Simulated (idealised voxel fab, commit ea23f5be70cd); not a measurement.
The document below concerns the process module designated voxel ribs on slabs.
Section shown: cut. Width: 145 nm. Cell size: 5 nm, square.
We lay out every cross-section as a grid of square cells and spell it out in bands from the top down, where one band means one or more rows of cells. Band: top and bottom heights (nm) first, top before bottom; then materials from left to right, widths in nm. "everywhere" marks a sole material filling the band edge to edge. "blank" denotes empty space. The level at which height equals 0 is the one under which the wafer, as it arrives, is entirely one material. No lower edge exists for the bottom band, which continues downward and is notated as in "0 and below". The width entry "30 to 40" should be interpreted row by row: the top row of cells in the band takes the first number, the bottom row takes the second number, and the change between adjacent rows is uniform throughout. Where the words "nothing different" appear for a step, the cross-section shows no cell changed by that step; every cell remained as before. What "Unvented internal voids" gives you is every empty space of 8 cells or more that is cut off from the top. Each appears as width x height at distance, with the distance taken from the left edge and width, height and distance all in nm. What comes after the settings on a step's line is commentary from the simulator itself on that step. overlay nm: mask right of planned place by this much (step with mask). Neg. = left.
[Below is the list of planned process steps]
| 1 | RECEIVE [material Si] |
| 2 | DIRECTIONAL_DEP [material SiO2] [thk nm 25] |
| 3 | DIRECTIONAL_DEP [material polySi] [thk nm 20] |
| 4 | DIRECTIONAL_DEP [material aC] [thk nm 10] |
| 5 | PATTERN [tone cover] [mask id RIB] [material resist] [width nm 20] [thk nm 25] [overlay nm 0] |
| 6 | DIRECTIONAL_ETCH [etch materials aC] [depth nm 10] |
| 7 | STRIP [etch materials resist] |
| 8 | DIRECTIONAL_ETCH [etch materials polySi] [depth nm 15] |
| 9 | STRIP [etch materials aC] |
| 10 | DIRECTIONAL_DEP [material aC] [thk nm 15] |
| 11 | PATTERN [tone cover] [mask id SLAB] [material resist] [width nm 60] [thk nm 30] [overlay nm 0] |
| 12 | DIRECTIONAL_ETCH [etch materials aC] [depth nm 15] |
| 13 | STRIP [etch materials resist] |
| 14 | DIRECTIONAL_ETCH [etch materials polySi] [depth nm 5] |
| 15 | STRIP [etch materials aC] |
| 16 | FILL_DEP [material SiO2] [thk nm 20] |
| 17 | CMP [height nm 55] |
| 18 | DIRECTIONAL_DEP [material TiN] [thk nm 10] |
| 19 | PATTERN [tone cover] [mask id HEATER] [material resist] [width nm 30] [thk nm 20] [overlay nm 0] |
| 20 | DIRECTIONAL_ETCH [etch materials TiN] [depth nm 10] |
| 21 | STRIP [etch materials resist] |
| 22 | CONFORMAL_DEP [material SiO2] [thk nm 10] |
[Run as planned: first of two wafers]
[Incoming wafer, cross-sectional view, post step 1]
0 and below | Si everywhere
Unvented internal voids: none
[After step 2, in cross-section]
25 down to 0 | SiO2 everywhere
At heights below 0, the structure remains unaltered.
[After step 3, in cross-section]
45 down to 25 | polySi everywhere
At heights below 25, the structure remains unaltered.
[After step 4, in cross-section]
55 down to 45 | aC everywhere
At heights below 45, the structure remains unaltered.
[After step 5, in cross-section]
80 down to 55 | blank: 60 / resist: 20 / blank: 65
At heights below 55, the structure remains unaltered.
[After step 6, in cross-section]
70 down to 55 | blank: 60 / resist: 20 / blank: 65
55 down to 45 | blank: 60 / aC: 20 / blank: 65
At heights below 45, the structure remains unaltered.
[After step 7, in cross-section]
55 down to 45 | blank: 60 / aC: 20 / blank: 65
At heights below 45, the structure remains unaltered.
[After step 8, in cross-section]
55 down to 45 | blank: 60 / aC: 20 / blank: 65
45 down to 30 | blank: 60 / polySi: 20 / blank: 65
At heights below 30, the structure remains unaltered.
[After step 9, in cross-section]
45 down to 30 | blank: 60 / polySi: 20 / blank: 65
At heights below 30, the structure remains unaltered.
[After step 10, in cross-section]
60 down to 45 | blank: 60 / aC: 20 / blank: 65
45 down to 30 | aC: 60 / polySi: 20 / aC: 65
At heights below 30, the structure remains unaltered.
[After step 11, in cross-section]
90 down to 60 | blank: 40 / resist: 60 / blank: 45
60 down to 45 | blank: 40 / resist: 20 / aC: 20 / resist: 20 / blank: 45
At heights below 45, the structure remains unaltered.
[After step 12, in cross-section]
75 down to 60 | blank: 40 / resist: 60 / blank: 45
60 down to 45 | blank: 40 / resist: 20 / aC: 20 / resist: 20 / blank: 45
45 down to 30 | blank: 40 / aC: 20 / polySi: 20 / aC: 20 / blank: 45
At heights below 30, the structure remains unaltered.
[After step 13, in cross-section]
60 down to 45 | blank: 60 / aC: 20 / blank: 65
At heights below 45, the structure remains unaltered.
[After step 14, in cross-section]
60 down to 45 | blank: 60 / aC: 20 / blank: 65
45 down to 30 | blank: 40 / aC: 20 / polySi: 20 / aC: 20 / blank: 45
30 down to 25 | blank: 40 / polySi: 60 / blank: 45
At heights below 25, the structure remains unaltered.
[After step 15, in cross-section]
45 down to 30 | blank: 60 / polySi: 20 / blank: 65
At heights below 30, the structure remains unaltered.
[After step 16, in cross-section]
65 down to 45 | SiO2 everywhere
45 down to 30 | SiO2: 60 / polySi: 20 / SiO2: 65
30 down to 25 | SiO2: 40 / polySi: 60 / SiO2: 45
At heights below 25, the structure remains unaltered.
[After step 17, in cross-section]
55 down to 45 | SiO2 everywhere
At heights below 45, the structure remains unaltered.
[After step 18, in cross-section]
65 down to 55 | TiN everywhere
At heights below 55, the structure remains unaltered.
[After step 19, in cross-section]
85 down to 65 | blank: 55 / resist: 30 / blank: 60
At heights below 65, the structure remains unaltered.
[After step 20, in cross-section]
85 down to 65 | blank: 55 / resist: 30 / blank: 60
65 down to 55 | blank: 55 / TiN: 30 / blank: 60
At heights below 55, the structure remains unaltered.
[After step 21, in cross-section]
65 down to 55 | blank: 55 / TiN: 30 / blank: 60
At heights below 55, the structure remains unaltered.
[After step 22, in cross-section]
75 down to 65 | blank: 45 / SiO2: 50 / blank: 50
65 down to 55 | SiO2: 55 / TiN: 30 / SiO2: 60
At heights below 55, the structure remains unaltered.
[Now the other wafer: same start, same recipe, but we messed up one thing when running it. Up to and including step 21 it's the same as the first one]
when step 22 should have ended: nothing different
The plan and the run diverged here: step 22 of the plan got skipped, so it never ran
End of process, cell counts, second wafer against first, materials with more or fewer: SiO2 -66
